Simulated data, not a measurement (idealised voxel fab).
process module | voxel wiring stack
cross-section cut | 280 nm wide | cells 5 nm
A cross-section is a grid of square cells, given in bands from the top down. A band is one or more rows of cells.
Each band's line starts with the height of the band's top and of its bottom, in nm. Then come its materials from left to right, each with its width in nm. One material with "throughout" fills the band from edge to edge. "air" is empty space.
Height 0 is the level under which the wafer as received is all one material. The lowest band goes on downwards, as in "0 down".
A width such as "30 to 40" changes by the same amount from each row of cells to the next, from the band's top row to its bottom row.
"no change" after a step means that no cell of the cross-section changed.
closed voids: empty space of 8 cells or more with no open way to the top, each as width x height at its distance from the left edge, in nm
after a step's settings: what the simulator itself notes on the step
overlay nm, on a step with a mask: how far to the right of its planned place the mask lay; to the left if negative
Each pair below shows a cross-section before one step and the cross-section after it, down to the lowest band that changed. The line under each pair gives the step between them, with its settings. The pairs can come from different runs of this module on the same starting wafer, so a pair continues from the pair above only where its "before" says so.
before
  0 down: Si throughout
  closed voids: none
after
  10 to 0: SiO2 throughout
  below 0: unchanged
  closed voids: none
the step between: op CONFORMAL_DEP | material SiO2 | thk nm 10
before: the cross-section after the pair above
after
  15 to 10: SiCN throughout
  below 10: unchanged
  closed voids: none
the step between: op CONFORMAL_DEP | material SiCN | thk nm 5
before: the cross-section after the pair above
after
  40 to 15: lowk throughout
  below 15: unchanged
  closed voids: none
the step between: op DIRECTIONAL_DEP | material lowk | thk nm 25
before: the cross-section after the pair above
after
  50 to 40: aC throughout
  below 40: unchanged
  closed voids: none
the step between: op DIRECTIONAL_DEP | material aC | thk nm 10
before: the cross-section after the pair above
after
  80 to 50: resist 100 | air 30 | resist 15 | air 30 | resist 105
  below 50: unchanged
  closed voids: none
the step between: op PATTERN | tone open | mask id METAL_1 | material resist | width nm 30 | pitch nm 45 | thk nm 30 | overlay nm 0
before: the cross-section after the pair above
after
  70 to 50: resist 100 | air 30 | resist 15 | air 30 | resist 105
  50 to 40: aC 100 | air 30 | aC 15 | air 30 | aC 105
  below 40: unchanged
  closed voids: none
the step between: op DIRECTIONAL_ETCH | etch materials aC | depth nm 10
before: the cross-section after the pair above
after
  50 to 40: aC 100 | air 30 | aC 15 | air 30 | aC 105
  below 40: unchanged
  closed voids: none
the step between: op STRIP | etch materials resist
before: the cross-section after the pair above
after
  50 to 40: aC 100 | air 30 | aC 15 | air 30 | aC 105
  40 to 15: lowk 100 | air 30 | lowk 15 | air 30 | lowk 105
  below 15: unchanged
  closed voids: none
the step between: op DIRECTIONAL_ETCH | etch materials lowk | depth nm 25
before: the cross-section after the pair above
after
  50 to 40: aC 100 | air 30 | aC 15 | air 30 | aC 105
  40 to 15: lowk 100 | air 30 | lowk 15 | air 30 | lowk 105
  15 to 10: SiCN 100 | air 30 | SiCN 15 | air 30 | SiCN 105
  below 10: unchanged
  closed voids: none
the step between: op DIRECTIONAL_ETCH | etch materials SiCN | depth nm 5
before: the cross-section after the pair above
after
  40 to 15: lowk 100 | air 30 | lowk 15 | air 30 | lowk 105
  below 15: unchanged
  closed voids: none
the step between: op STRIP | etch materials aC
before: the cross-section after the pair above
after
  45 to 40: TiN 105 | air 20 | TiN 25 | air 20 | TiN 110
  40 to 15: lowk 100 | TiN 5 | air 20 | TiN 5 | lowk 15 | TiN 5 | air 20 | TiN 5 | lowk 105
  15 to 10: SiCN 100 | TiN 30 | SiCN 15 | TiN 30 | SiCN 105
  below 10: unchanged
  closed voids: none
the step between: op CONFORMAL_DEP | material TiN | thk nm 5
before: the cross-section after the pair above
after
  50 to 45: W throughout
  45 to 40: TiN 105 | W 20 | TiN 25 | W 20 | TiN 110
  40 to 15: lowk 100 | TiN 5 | W 20 | TiN 5 | lowk 15 | TiN 5 | W 20 | TiN 5 | lowk 105
  below 15: unchanged
  closed voids: none
the step between: op FILL_DEP | material W | thk nm 5
before: the cross-section after the pair above
after
  40 to 15: lowk 100 | TiN 5 | W 20 | TiN 5 | lowk 15 | TiN 5 | W 20 | TiN 5 | lowk 105
  below 15: unchanged
  closed voids: none
the step between: op CMP | height nm 40
before: the cross-section after the pair above
after
  45 to 40: SiCN throughout
  below 40: unchanged
  closed voids: none
the step between: op CONFORMAL_DEP | material SiCN | thk nm 5
before: the cross-section after the pair above
after
  70 to 45: SiO2 throughout
  below 45: unchanged
  closed voids: none
the step between: op DIRECTIONAL_DEP | material SiO2 | thk nm 25
before: the cross-section after the pair above
after
  85 to 70: aC throughout
  below 70: unchanged
  closed voids: none
the step between: op DIRECTIONAL_DEP | material aC | thk nm 15
before: the cross-section after the pair above
after
  115 to 85: resist 100 | air 15 | resist 165
  below 85: unchanged
  closed voids: none
the step between: op PATTERN | tone open | mask id METAL_2_HOLES | material resist | width nm 15 | thk nm 30 | overlay nm 0
before: the cross-section after the pair above
after
  100 to 85: resist 100 | air 15 | resist 165
  85 to 70: aC 100 | air 15 | aC 165
  below 70: unchanged
  closed voids: none
the step between: op DIRECTIONAL_ETCH | etch materials aC | depth nm 15
before: the cross-section after the pair above
after
  85 to 70: aC 100 | air 15 | aC 165
  below 70: unchanged
  closed voids: none
the step between: op STRIP | etch materials resist
before: the cross-section after the pair above
after
  85 to 70: aC 100 | air 15 | aC 165
  70 to 45: SiO2 100 | air 15 | SiO2 165
  below 45: unchanged
  closed voids: none
the step between: op DIRECTIONAL_ETCH | etch materials SiO2 | depth nm 25
before: the cross-section after the pair above
after
  70 to 45: SiO2 100 | air 15 | SiO2 165
  below 45: unchanged
  closed voids: none
the step between: op STRIP | etch materials aC
before: the cross-section after the pair above
after
  90 to 70: resist 100 | air 30 | resist 15 | air 30 | resist 105
  below 70: unchanged
  closed voids: none
the step between: op PATTERN | tone open | mask id METAL_2 | material resist | width nm 30 | pitch nm 45 | thk nm 20 | overlay nm 0
before: the cross-section after the pair above
after
  90 to 70: resist 100 | air 30 | resist 15 | air 30 | resist 105
  70 to 55: SiO2 100 | air 30 | SiO2 15 | air 30 | SiO2 105
  below 55: unchanged
  closed voids: none
the step between: op DIRECTIONAL_ETCH | etch materials SiO2 | depth nm 15
before: the cross-section after the pair above
after
  90 to 70: resist 100 | air 30 | resist 15 | air 30 | resist 105
  70 to 55: SiO2 100 | air 30 | SiO2 15 | air 30 | SiO2 105
  55 to 45: SiO2 100 | air 15 | SiO2 165
  45 to 40: SiCN 100 | air 15 | SiCN 165
  below 40: unchanged
  closed voids: none
the step between: op DIRECTIONAL_ETCH | etch materials SiCN | depth nm 5
before: the cross-section after the pair above
after
  70 to 55: SiO2 100 | air 30 | SiO2 15 | air 30 | SiO2 105
  below 55: unchanged
  closed voids: none
the step between: op STRIP | etch materials resist
before: the cross-section after the pair above
after
  75 to 70: TiN 105 | air 20 | TiN 25 | air 20 | TiN 110
  70 to 60: SiO2 100 | TiN 5 | air 20 | TiN 5 | SiO2 15 | TiN 5 | air 20 | TiN 5 | SiO2 105
  60 to 55: SiO2 100 | TiN 5 | air 5 | TiN 20 | SiO2 15 | TiN 30 | SiO2 105
  55 to 45: SiO2 100 | TiN 5 | air 5 | TiN 5 | SiO2 165
  45 to 40: SiCN 100 | TiN 15 | SiCN 165
  below 40: unchanged
  closed voids: none
the step between: op CONFORMAL_DEP | material TiN | thk nm 5
before: the cross-section after the pair above
after
  85 to 75: Cu throughout
  75 to 70: TiN 105 | Cu 20 | TiN 25 | Cu 20 | TiN 110
  70 to 60: SiO2 100 | TiN 5 | Cu 20 | TiN 5 | SiO2 15 | TiN 5 | Cu 20 | TiN 5 | SiO2 105
  60 to 55: SiO2 100 | TiN 5 | Cu 5 | TiN 20 | SiO2 15 | TiN 30 | SiO2 105
  55 to 45: SiO2 100 | TiN 5 | Cu 5 | TiN 5 | SiO2 165
  below 45: unchanged
  closed voids: none
the step between: op FILL_DEP | material Cu | thk nm 10
before: the cross-section after the pair above
after
  70 to 60: SiO2 100 | TiN 5 | Cu 20 | TiN 5 | SiO2 15 | TiN 5 | Cu 20 | TiN 5 | SiO2 105
  below 60: unchanged
  closed voids: none
the step between: op CMP | height nm 70
before: the cross-section after the pair above
after
  75 to 70: SiCN throughout
  below 70: unchanged
  closed voids: none
the step between: op CONFORMAL_DEP | material SiCN | thk nm 5
before: the cross-section after the pair above
after
  90 to 75: SiO2 throughout
  below 75: unchanged
  closed voids: none
the step between: op DIRECTIONAL_DEP | material SiO2 | thk nm 15
before: the cross-section after the pair above
after
  90 to 75: SiO2 100 | air 15 | SiO2 30 | air 15 | SiO2 120
  below 75: unchanged
  closed voids: none
the step between: op MASKED_ETCH | tone open | mask id PLUG_2 | width nm 15 | pitch nm 45 | etch materials SiO2 | depth nm 15 | overlay nm 0
before: the cross-section after the pair above
after
  90 to 75: SiO2 100 | air 15 | SiO2 30 | air 15 | SiO2 120
  75 to 70: SiCN 100 | air 15 | SiCN 30 | air 15 | SiCN 120
  below 70: unchanged
  closed voids: none
the step between: op MASKED_ETCH | tone open | mask id PLUG_2 | width nm 15 | pitch nm 45 | etch materials SiCN | depth nm 5 | overlay nm 0
before: the cross-section after the pair above
after
  90 to 80: SiO2 100 | air 15 | SiO2 30 | air 15 | SiO2 120
  80 to 75: SiO2 100 | Ru 15 | SiO2 30 | Ru 15 | SiO2 120
  75 to 70: SiCN 100 | Ru 15 | SiCN 30 | Ru 15 | SiCN 120
  below 70: unchanged
  closed voids: none
the step between: op EPI | material Ru | thk nm 10
before: the cross-section after the pair above
after
  90 to 75: SiO2 100 | Ru 15 | SiO2 30 | Ru 15 | SiO2 120
  below 75: unchanged
  closed voids: none
the step between: op EPI | material Ru | thk nm 10
before: the cross-section after the pair above
after
  95 to 90: TiN throughout
  below 90: unchanged
  closed voids: none
the step between: op DIRECTIONAL_DEP | material TiN | thk nm 5
before: the cross-section after the pair above
after
  115 to 95: W throughout
  below 95: unchanged
  closed voids: none
the step between: op DIRECTIONAL_DEP | material W | thk nm 20
before: the cross-section after the pair above
after
  130 to 115: air 100 | resist 30 | air 15 | resist 30 | air 105
  below 115: unchanged
  closed voids: none
the step between: op PATTERN | tone cover | mask id METAL_3 | material resist | width nm 30 | pitch nm 45 | thk nm 15 | overlay nm 0
before: the cross-section after the pair above
after
  130 to 115: air 100 | resist 30 | air 15 | resist 30 | air 105
  115 to 95: air 100 | W 30 | air 15 | W 30 | air 105
  below 95: unchanged
  closed voids: none
the step between: op DIRECTIONAL_ETCH | etch materials W | depth nm 20
before: the cross-section after the pair above
after
  130 to 115: air 100 | resist 30 | air 15 | resist 30 | air 105
  115 to 95: air 100 | W 30 | air 15 | W 30 | air 105
  95 to 90: air 100 | TiN 30 | air 15 | TiN 30 | air 105
  below 90: unchanged
  closed voids: none
the step between: op DIRECTIONAL_ETCH | etch materials TiN | depth nm 5
before: the cross-section after the pair above
after
  115 to 95: air 100 | W 30 | air 15 | W 30 | air 105
  below 95: unchanged
  closed voids: none
the step between: op STRIP | etch materials resist
before: the cross-section after the pair above
after
  120 to 115: air 95 | SiCN 40 | air 5 | SiCN 40 | air 100
  115 to 95: air 95 | SiCN 5 | W 30 | SiCN 5 | air 5 | SiCN 5 | W 30 | SiCN 5 | air 100
  95 to 90: SiCN 100 | TiN 30 | SiCN 15 | TiN 30 | SiCN 105
  below 90: unchanged
  closed voids: none
the step between: op CONFORMAL_DEP | material SiCN | thk nm 5
before: the cross-section after the pair above
after
  125 to 120: SiO2 throughout
  120 to 115: SiO2 95 | SiCN 40 | SiO2 5 | SiCN 40 | SiO2 100
  115 to 95: SiO2 95 | SiCN 5 | W 30 | SiCN 5 | SiO2 5 | SiCN 5 | W 30 | SiCN 5 | SiO2 100
  below 95: unchanged
  closed voids: none
the step between: op FILL_DEP | material SiO2 | thk nm 5
before: the cross-section after the pair above
after
  115 to 95: SiO2 95 | SiCN 5 | W 30 | SiCN 5 | SiO2 5 | SiCN 5 | W 30 | SiCN 5 | SiO2 100
  below 95: unchanged
  closed voids: none
the step between: op CMP | height nm 115
before: the cross-section after the pair above
after
  120 to 115: SiCN throughout
  below 115: unchanged
  closed voids: none
the step between: op CONFORMAL_DEP | material SiCN | thk nm 5
before: the cross-section after the pair above
after
  130 to 120: SiO2 throughout
  below 120: unchanged
  closed voids: none
the step between: op DIRECTIONAL_DEP | material SiO2 | thk nm 10
before: the cross-section after the pair above
after
  145 to 130: aC throughout
  below 130: unchanged
  closed voids: none
the step between: op DIRECTIONAL_DEP | material aC | thk nm 15
before: the cross-section after the pair above
after
  180 to 145: resist 100 | air 15 | resist 165
  below 145: unchanged
  closed voids: none
the step between: op PATTERN | tone open | mask id PLUG_3 | material resist | width nm 15 | thk nm 35 | overlay nm 0
before: the cross-section after the pair above
after
  165 to 145: resist 100 | air 15 | resist 165
  145 to 130: aC 100 | air 15 | aC 165
  below 130: unchanged
  closed voids: none
the step between: op DIRECTIONAL_ETCH | etch materials aC | depth nm 15
before: the cross-section after the pair above
after
  145 to 130: aC 100 | air 15 | aC 165
  below 130: unchanged
  closed voids: none
the step between: op STRIP | etch materials resist
before: the cross-section after the pair above
after
  145 to 130: aC 100 | air 15 | aC 165
  130 to 120: SiO2 100 | air 15 | SiO2 165
  below 120: unchanged
  closed voids: none
the step between: op DIRECTIONAL_ETCH | etch materials SiO2 | depth nm 10
before: the cross-section after the pair above
after
  145 to 130: aC 100 | air 15 | aC 165
  130 to 120: SiO2 100 | air 15 | SiO2 165
  120 to 115: SiCN 100 | air 15 | SiCN 165
  below 115: unchanged
  closed voids: none
the step between: op DIRECTIONAL_ETCH | etch materials SiCN | depth nm 5
before: the cross-section after the pair above
after
  130 to 120: SiO2 100 | air 15 | SiO2 165
  below 120: unchanged
  closed voids: none
the step between: op STRIP | etch materials aC
before: the cross-section after the pair above
after
  135 to 130: TiN 105 | air 5 | TiN 170
  130 to 120: SiO2 100 | TiN 5 | air 5 | TiN 5 | SiO2 165
  120 to 115: SiCN 100 | TiN 15 | SiCN 165
  below 115: unchanged
  closed voids: none
the step between: op CONFORMAL_DEP | material TiN | thk nm 5
before: the cross-section after the pair above
after
  145 to 135: Ru throughout
  135 to 130: TiN 105 | Ru 5 | TiN 170
  130 to 120: SiO2 100 | TiN 5 | Ru 5 | TiN 5 | SiO2 165
  below 120: unchanged
  closed voids: none
the step between: op FILL_DEP | material Ru | thk nm 10
before: the cross-section after the pair above
after
  130 to 120: SiO2 100 | TiN 5 | Ru 5 | TiN 5 | SiO2 165
  below 120: unchanged
  closed voids: none
the step between: op CMP | height nm 130
before: the cross-section after the pair above
after
  135 to 130: SiN throughout
  below 130: unchanged
  closed voids: none
the step between: op CONFORMAL_DEP | material SiN | thk nm 5
before: the cross-section after the pair above
after
  160 to 135: SiO2 throughout
  below 135: unchanged
  closed voids: none
the step between: op DIRECTIONAL_DEP | material SiO2 | thk nm 25
before: the cross-section after the pair above
after
  170 to 160: aC throughout
  below 160: unchanged
  closed voids: none
the step between: op DIRECTIONAL_DEP | material aC | thk nm 10
before: the cross-section after the pair above
after
  195 to 170: resist 100 | air 30 | resist 15 | air 30 | resist 105
  below 170: unchanged
  closed voids: none
the step between: op PATTERN | tone open | mask id METAL_4 | material resist | width nm 30 | pitch nm 45 | thk nm 25 | overlay nm 0
before: the cross-section after the pair above
after
  185 to 170: resist 100 | air 30 | resist 15 | air 30 | resist 105
  170 to 160: aC 100 | air 30 | aC 15 | air 30 | aC 105
  below 160: unchanged
  closed voids: none
the step between: op DIRECTIONAL_ETCH | etch materials aC | depth nm 10
before: the cross-section after the pair above
after
  170 to 160: aC 100 | air 30 | aC 15 | air 30 | aC 105
  below 160: unchanged
  closed voids: none
the step between: op STRIP | etch materials resist
before: the cross-section after the pair above
after
  170 to 160: aC 100 | air 30 | aC 15 | air 30 | aC 105
  160 to 135: SiO2 100 | air 30 | SiO2 15 | air 30 | SiO2 105
  below 135: unchanged
  closed voids: none
the step between: op DIRECTIONAL_ETCH | etch materials SiO2 | depth nm 25
before: the cross-section after the pair above
after
  170 to 160: aC 100 | air 30 | aC 15 | air 30 | aC 105
  160 to 135: SiO2 100 | air 30 | SiO2 15 | air 30 | SiO2 105
  135 to 130: SiN 100 | air 30 | SiN 15 | air 30 | SiN 105
  below 130: unchanged
  closed voids: none
the step between: op DIRECTIONAL_ETCH | etch materials SiN | depth nm 5
before: the cross-section after the pair above
after
  160 to 135: SiO2 100 | air 30 | SiO2 15 | air 30 | SiO2 105
  below 135: unchanged
  closed voids: none
the step between: op STRIP | etch materials aC
before: the cross-section after the pair above
after
  165 to 160: TiN 105 | air 20 | TiN 25 | air 20 | TiN 110
  160 to 135: SiO2 100 | TiN 5 | air 20 | TiN 5 | SiO2 15 | TiN 5 | air 20 | TiN 5 | SiO2 105
  135 to 130: SiN 100 | TiN 30 | SiN 15 | TiN 30 | SiN 105
  below 130: unchanged
  closed voids: none
the step between: op CONFORMAL_DEP | material TiN | thk nm 5
before: the cross-section after the pair above
after
  170 to 165: Cu throughout
  165 to 160: TiN 105 | Cu 20 | TiN 25 | Cu 20 | TiN 110
  160 to 135: SiO2 100 | TiN 5 | Cu 20 | TiN 5 | SiO2 15 | TiN 5 | Cu 20 | TiN 5 | SiO2 105
  below 135: unchanged
  closed voids: none
the step between: op FILL_DEP | material Cu | thk nm 5
before: the cross-section after the pair above
after
  160 to 135: SiO2 100 | TiN 5 | Cu 20 | TiN 5 | SiO2 15 | TiN 5 | Cu 20 | TiN 5 | SiO2 105
  below 135: unchanged
  closed voids: none
the step between: op CMP | height nm 160
before: the cross-section after the pair above
after
  165 to 160: SiN throughout
  below 160: unchanged
  closed voids: none
the step between: op CONFORMAL_DEP | material SiN | thk nm 5
before
  85 to 75: Cu throughout
  75 to 70: TiN 105 | Cu 20 | TiN 25 | Cu 20 | TiN 110
  70 to 60: SiO2 100 | TiN 5 | Cu 20 | TiN 5 | SiO2 15 | TiN 5 | Cu 20 | TiN 5 | SiO2 105
  60 to 55: SiO2 100 | TiN 5 | Cu 5 | TiN 20 | SiO2 15 | TiN 30 | SiO2 105
  55 to 45: SiO2 100 | TiN 5 | Cu 5 | TiN 5 | SiO2 165
  45 to 40: SiCN 100 | TiN 15 | SiCN 165
  40 to 15: lowk 100 | TiN 5 | W 20 | TiN 5 | lowk 15 | TiN 5 | W 20 | TiN 5 | lowk 105
  15 to 10: SiCN 100 | TiN 30 | SiCN 15 | TiN 30 | SiCN 105
  10 to 0: SiO2 throughout
  0 down: Si throughout
  closed voids: none
after
  90 to 85: SiCN throughout
  below 85: unchanged
  closed voids: none
the step between: op CONFORMAL_DEP | material SiCN | thk nm 5
before: the cross-section after the pair above
after
  105 to 90: SiO2 throughout
  below 90: unchanged
  closed voids: none
the step between: op DIRECTIONAL_DEP | material SiO2 | thk nm 15
before: the cross-section after the pair above
after
  105 to 90: SiO2 100 | air 15 | SiO2 30 | air 15 | SiO2 120
  below 90: unchanged
  closed voids: none
the step between: op MASKED_ETCH | tone open | mask id PLUG_2 | width nm 15 | pitch nm 45 | etch materials SiO2 | depth nm 15 | overlay nm 0
before: the cross-section after the pair above
after
  105 to 90: SiO2 100 | air 15 | SiO2 30 | air 15 | SiO2 120
  90 to 85: SiCN 100 | air 15 | SiCN 30 | air 15 | SiCN 120
  below 85: unchanged
  closed voids: none
the step between: op MASKED_ETCH | tone open | mask id PLUG_2 | width nm 15 | pitch nm 45 | etch materials SiCN | depth nm 5 | overlay nm 0
before: the cross-section after the pair above
after
  105 to 95: SiO2 100 | air 15 | SiO2 30 | air 15 | SiO2 120
  95 to 90: SiO2 100 | Ru 15 | SiO2 30 | Ru 15 | SiO2 120
  90 to 85: SiCN 100 | Ru 15 | SiCN 30 | Ru 15 | SiCN 120
  below 85: unchanged
  closed voids: none
the step between: op EPI | material Ru | thk nm 10
before: the cross-section after the pair above
after
  105 to 90: SiO2 100 | Ru 15 | SiO2 30 | Ru 15 | SiO2 120
  below 90: unchanged
  closed voids: none
the step between: op EPI | material Ru | thk nm 10
before: the cross-section after the pair above
after
  110 to 105: TiN throughout
  below 105: unchanged
  closed voids: none
the step between: op DIRECTIONAL_DEP | material TiN | thk nm 5
before: the cross-section after the pair above
after
  130 to 110: W throughout
  below 110: unchanged
  closed voids: none
the step between: op DIRECTIONAL_DEP | material W | thk nm 20
before: the cross-section after the pair above
after
  145 to 130: air 100 | resist 30 | air 15 | resist 30 | air 105
  below 130: unchanged
  closed voids: none
the step between: op PATTERN | tone cover | mask id METAL_3 | material resist | width nm 30 | pitch nm 45 | thk nm 15 | overlay nm 0
before: the cross-section after the pair above
after
  145 to 130: air 100 | resist 30 | air 15 | resist 30 | air 105
  130 to 110: air 100 | W 30 | air 15 | W 30 | air 105
  below 110: unchanged
  closed voids: none
the step between: op DIRECTIONAL_ETCH | etch materials W | depth nm 20
before: the cross-section after the pair above
after
  145 to 130: air 100 | resist 30 | air 15 | resist 30 | air 105
  130 to 110: air 100 | W 30 | air 15 | W 30 | air 105
  110 to 105: air 100 | TiN 30 | air 15 | TiN 30 | air 105
  below 105: unchanged
  closed voids: none
the step between: op DIRECTIONAL_ETCH | etch materials TiN | depth nm 5
before: the cross-section after the pair above
after
  130 to 110: air 100 | W 30 | air 15 | W 30 | air 105
  below 110: unchanged
  closed voids: none
the step between: op STRIP | etch materials resist
before: the cross-section after the pair above
after
  135 to 130: air 95 | SiCN 40 | air 5 | SiCN 40 | air 100
  130 to 110: air 95 | SiCN 5 | W 30 | SiCN 5 | air 5 | SiCN 5 | W 30 | SiCN 5 | air 100
  110 to 105: SiCN 100 | TiN 30 | SiCN 15 | TiN 30 | SiCN 105
  below 105: unchanged
  closed voids: none
the step between: op CONFORMAL_DEP | material SiCN | thk nm 5
before: the cross-section after the pair above
after
  140 to 135: SiO2 throughout
  135 to 130: SiO2 95 | SiCN 40 | SiO2 5 | SiCN 40 | SiO2 100
  130 to 110: SiO2 95 | SiCN 5 | W 30 | SiCN 5 | SiO2 5 | SiCN 5 | W 30 | SiCN 5 | SiO2 100
  below 110: unchanged
  closed voids: none
the step between: op FILL_DEP | material SiO2 | thk nm 5
before: the cross-section after the pair above
after
  115 to 110: SiO2 95 | SiCN 5 | W 30 | SiCN 5 | SiO2 5 | SiCN 5 | W 30 | SiCN 5 | SiO2 100
  below 110: unchanged
  closed voids: none
the step between: op CMP | height nm 115
before: the cross-section after the pair above
after
  120 to 115: SiCN throughout
  below 115: unchanged
  closed voids: none
the step between: op CONFORMAL_DEP | material SiCN | thk nm 5
before: the cross-section after the pair above
after
  130 to 120: SiO2 throughout
  below 120: unchanged
  closed voids: none
the step between: op DIRECTIONAL_DEP | material SiO2 | thk nm 10
before: the cross-section after the pair above
after
  145 to 130: aC throughout
  below 130: unchanged
  closed voids: none
the step between: op DIRECTIONAL_DEP | material aC | thk nm 15
before: the cross-section after the pair above
after
  180 to 145: resist 100 | air 15 | resist 165
  below 145: unchanged
  closed voids: none
the step between: op PATTERN | tone open | mask id PLUG_3 | material resist | width nm 15 | thk nm 35 | overlay nm 0
before: the cross-section after the pair above
after
  165 to 145: resist 100 | air 15 | resist 165
  145 to 130: aC 100 | air 15 | aC 165
  below 130: unchanged
  closed voids: none
the step between: op DIRECTIONAL_ETCH | etch materials aC | depth nm 15
before: the cross-section after the pair above
after
  145 to 130: aC 100 | air 15 | aC 165
  below 130: unchanged
  closed voids: none
the step between: op STRIP | etch materials resist
before: the cross-section after the pair above
after
  145 to 130: aC 100 | air 15 | aC 165
  130 to 120: SiO2 100 | air 15 | SiO2 165
  below 120: unchanged
  closed voids: none
the step between: op DIRECTIONAL_ETCH | etch materials SiO2 | depth nm 10
before: the cross-section after the pair above
after
  145 to 130: aC 100 | air 15 | aC 165
  130 to 120: SiO2 100 | air 15 | SiO2 165
  120 to 115: SiCN 100 | air 15 | SiCN 165
  below 115: unchanged
  closed voids: none
the step between: op DIRECTIONAL_ETCH | etch materials SiCN | depth nm 5
before: the cross-section after the pair above
after
  130 to 120: SiO2 100 | air 15 | SiO2 165
  below 120: unchanged
  closed voids: none
the step between: op STRIP | etch materials aC
before: the cross-section after the pair above
after
  135 to 130: TiN 105 | air 5 | TiN 170
  130 to 120: SiO2 100 | TiN 5 | air 5 | TiN 5 | SiO2 165
  120 to 115: SiCN 100 | TiN 15 | SiCN 165
  below 115: unchanged
  closed voids: none
the step between: op CONFORMAL_DEP | material TiN | thk nm 5
before: the cross-section after the pair above
after
  145 to 135: Ru throughout
  135 to 130: TiN 105 | Ru 5 | TiN 170
  130 to 120: SiO2 100 | TiN 5 | Ru 5 | TiN 5 | SiO2 165
  below 120: unchanged
  closed voids: none
the step between: op FILL_DEP | material Ru | thk nm 10
before: the cross-section after the pair above
after
  130 to 120: SiO2 100 | TiN 5 | Ru 5 | TiN 5 | SiO2 165
  below 120: unchanged
  closed voids: none
the step between: op CMP | height nm 130
before: the cross-section after the pair above
after
  135 to 130: SiN throughout
  below 130: unchanged
  closed voids: none
the step between: op CONFORMAL_DEP | material SiN | thk nm 5
before: the cross-section after the pair above
after
  160 to 135: SiO2 throughout
  below 135: unchanged
  closed voids: none
the step between: op DIRECTIONAL_DEP | material SiO2 | thk nm 25
before: the cross-section after the pair above
after
  170 to 160: aC throughout
  below 160: unchanged
  closed voids: none
the step between: op DIRECTIONAL_DEP | material aC | thk nm 10
before: the cross-section after the pair above
after
  195 to 170: resist 100 | air 30 | resist 15 | air 30 | resist 105
  below 170: unchanged
  closed voids: none
the step between: op PATTERN | tone open | mask id METAL_4 | material resist | width nm 30 | pitch nm 45 | thk nm 25 | overlay nm 0
before: the cross-section after the pair above
after
  185 to 170: resist 100 | air 30 | resist 15 | air 30 | resist 105
  170 to 160: aC 100 | air 30 | aC 15 | air 30 | aC 105
  below 160: unchanged
  closed voids: none
the step between: op DIRECTIONAL_ETCH | etch materials aC | depth nm 10
before: the cross-section after the pair above
after
  170 to 160: aC 100 | air 30 | aC 15 | air 30 | aC 105
  below 160: unchanged
  closed voids: none
the step between: op STRIP | etch materials resist
before: the cross-section after the pair above
after
  170 to 160: aC 100 | air 30 | aC 15 | air 30 | aC 105
  160 to 135: SiO2 100 | air 30 | SiO2 15 | air 30 | SiO2 105
  below 135: unchanged
  closed voids: none
the step between: op DIRECTIONAL_ETCH | etch materials SiO2 | depth nm 25
before: the cross-section after the pair above
after
  170 to 160: aC 100 | air 30 | aC 15 | air 30 | aC 105
  160 to 135: SiO2 100 | air 30 | SiO2 15 | air 30 | SiO2 105
  135 to 130: SiN 100 | air 30 | SiN 15 | air 30 | SiN 105
  below 130: unchanged
  closed voids: none
the step between: op DIRECTIONAL_ETCH | etch materials SiN | depth nm 5
before: the cross-section after the pair above
after
  160 to 135: SiO2 100 | air 30 | SiO2 15 | air 30 | SiO2 105
  below 135: unchanged
  closed voids: none
the step between: op STRIP | etch materials aC
before: the cross-section after the pair above
after
  165 to 160: TiN 105 | air 20 | TiN 25 | air 20 | TiN 110
  160 to 135: SiO2 100 | TiN 5 | air 20 | TiN 5 | SiO2 15 | TiN 5 | air 20 | TiN 5 | SiO2 105
  135 to 130: SiN 100 | TiN 30 | SiN 15 | TiN 30 | SiN 105
  below 130: unchanged
  closed voids: none
the step between: op CONFORMAL_DEP | material TiN | thk nm 5
before: the cross-section after the pair above
after
  170 to 165: Cu throughout
  165 to 160: TiN 105 | Cu 20 | TiN 25 | Cu 20 | TiN 110
  160 to 135: SiO2 100 | TiN 5 | Cu 20 | TiN 5 | SiO2 15 | TiN 5 | Cu 20 | TiN 5 | SiO2 105
  below 135: unchanged
  closed voids: none
the step between: op FILL_DEP | material Cu | thk nm 5
before: the cross-section after the pair above
after
  160 to 135: SiO2 100 | TiN 5 | Cu 20 | TiN 5 | SiO2 15 | TiN 5 | Cu 20 | TiN 5 | SiO2 105
  below 135: unchanged
  closed voids: none
the step between: op CMP | height nm 160
before: the cross-section after the pair above
after
  165 to 160: SiN throughout
  below 160: unchanged
  closed voids: none
the step between: op CONFORMAL_DEP | material SiN | thk nm 5
before
  90 to 75: SiO2 throughout
  75 to 70: SiCN throughout
  70 to 60: SiO2 100 | TiN 5 | Cu 20 | TiN 5 | SiO2 15 | TiN 5 | Cu 20 | TiN 5 | SiO2 105
  60 to 55: SiO2 100 | TiN 5 | Cu 5 | TiN 20 | SiO2 15 | TiN 30 | SiO2 105
  55 to 45: SiO2 100 | TiN 5 | Cu 5 | TiN 5 | SiO2 165
  45 to 40: SiCN 100 | TiN 15 | SiCN 165
  40 to 15: lowk 100 | TiN 5 | W 20 | TiN 5 | lowk 15 | TiN 5 | W 20 | TiN 5 | lowk 105
  15 to 10: SiCN 100 | TiN 30 | SiCN 15 | TiN 30 | SiCN 105
  10 to 0: SiO2 throughout
  0 down: Si throughout
  closed voids: none
after
  105 to 75: SiO2 throughout
  below 75: unchanged
  closed voids: none
the step between: op DIRECTIONAL_DEP | material SiO2 | thk nm 15
before: the cross-section after the pair above
after
  105 to 90: SiO2 100 | air 15 | SiO2 30 | air 15 | SiO2 120
  below 90: unchanged
  closed voids: none
the step between: op MASKED_ETCH | tone open | mask id PLUG_2 | width nm 15 | pitch nm 45 | etch materials SiO2 | depth nm 15 | overlay nm 0
before: the cross-section after the pair above
after
  110 to 105: TiN 100 | air 15 | TiN 30 | air 15 | TiN 120
  105 to 95: SiO2 100 | air 15 | SiO2 30 | air 15 | SiO2 120
  95 to 90: SiO2 100 | TiN 15 | SiO2 30 | TiN 15 | SiO2 120
  below 90: unchanged
  closed voids: none
the step between: op DIRECTIONAL_DEP | material TiN | thk nm 5
before: the cross-section after the pair above
after
  130 to 115: W 100 | air 15 | W 30 | air 15 | W 120
  115 to 110: W throughout
  110 to 105: TiN 100 | W 15 | TiN 30 | W 15 | TiN 120
  105 to 95: SiO2 100 | W 15 | SiO2 30 | W 15 | SiO2 120
  below 95: unchanged
  closed voids: none
the step between: op DIRECTIONAL_DEP | material W | thk nm 20
before: the cross-section after the pair above
after
  145 to 130: air 100 | resist 30 | air 15 | resist 30 | air 105
  130 to 115: W 100 | resist 15 | W 30 | resist 15 | W 120
  below 115: unchanged
  closed voids: none
the step between: op PATTERN | tone cover | mask id METAL_3 | material resist | width nm 30 | pitch nm 45 | thk nm 15 | overlay nm 0
before: the cross-section after the pair above
after
  145 to 130: air 100 | resist 30 | air 15 | resist 30 | air 105
  130 to 115: air 100 | resist 15 | W 15 | air 15 | resist 15 | W 15 | air 105
  115 to 110: air 100 | W 30 | air 15 | W 30 | air 105
  below 110: unchanged
  closed voids: none
the step between: op DIRECTIONAL_ETCH | etch materials W | depth nm 20
